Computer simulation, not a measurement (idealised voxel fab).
The process module that follows is named voxel spacer lines.
For reference, the cross-section in this document is cut, with width 210 nm and square cells of 5 nm.
In what follows, cross-sections appear as grids of square cells, described through bands that run from the top down, where every band is one or more rows of cells. First you get the band's top height and its bottom height, in nm, and then the materials it's made of, left to right, with each width in nm. If you see a single material with "all across", that one covers the band edge to edge. "air" is empty space. We count height from 0. Below that, the starting wafer is all one material. The lowest band never ends at the bottom but goes on down; see "0 -> down" for how that is written. Read "30 to 40" as a graded width: first number on top, second number at the bottom, same change between each pair of neighbouring rows. "stayed the same", as given for a step, is the statement that not any cell of the cross-section underwent a change during that step. Each empty space that has no open way to the top and spans at least 8 cells appears under "Encapsulated voids" as width x height at distance, the distance counted from the left edge, all in nm. Whatever follows a step's settings on its line is a remark the simulator itself makes about that step. overlay nm, on a step with a mask: how far to the right of its planned place the mask lay; to the left if negative.

THE PLANNED PROCESS STEPS ARE ENUMERATED HEREUNDER
1) RECEIVE: material Si
2) CONFORMAL_DEP: material Al2O3, thk nm 5
3) DIRECTIONAL_DEP: material polySi, thk nm 20
4) DIRECTIONAL_DEP: material aC, thk nm 30
5) PATTERN: tone cover, mask id MANDREL, material resist, width nm 25, pitch nm 70, thk nm 40, overlay nm 0
6) DIRECTIONAL_ETCH: etch materials aC, depth nm 30
7) STRIP: etch materials resist
8) CONFORMAL_DEP: material SiN, thk nm 10
9) DIRECTIONAL_ETCH: etch materials SiN, depth nm 10
10) STRIP: etch materials aC
11) DIRECTIONAL_ETCH: etch materials polySi, depth nm 20
12) STRIP: etch materials SiN
13) FILL_DEP: material SiO2, thk nm 5
14) CMP: height nm 25

CROSS-SECTION OF THE WAFER AT RECEIPT, WHICH IS THE CONDITION AFTER STEP 1
> 0 -> down | Si all across
> Encapsulated voids: none

THE FIRST OF TWO WAFERS, CROSS-SECTIONED AT THE END OF THE MODULE, WITH THE RUN PROCEEDING AS PLANNED
> 25 -> 5 | SiO2 (45), polySi (10), SiO2 (25), polySi (10), SiO2 (25), polySi (10), SiO2 (25), polySi (10), SiO2 (50)
> 5 -> 0 | Al2O3 all across
> 0 -> down | Si all across
> Encapsulated voids: none

CROSS-SECTION, SECOND WAFER: SAME START AS THE FIRST, SAME PLAN AS THE FIRST, ONE MISTAKE IN RUNNING IT; TAKEN AT THE END OF THE MODULE
> 25 -> 5 | SiO2 (55), polySi (10), SiO2 (5), polySi (10), SiO2 (45), polySi (10), SiO2 (5), polySi (10), SiO2 (60)
> 5 -> 0 | Al2O3 all across
> 0 -> down | Si all across
> Encapsulated voids: none
What was done differently from what was planned? planned and actual differ for step 5; actual: PATTERN: tone open, mask id MANDREL, material resist, width nm 25, pitch nm 70, thk nm 40, overlay nm 0
Comparing end states, the material composition by cell count is preserved from the first wafer to the second, while the locations of the cells are not.
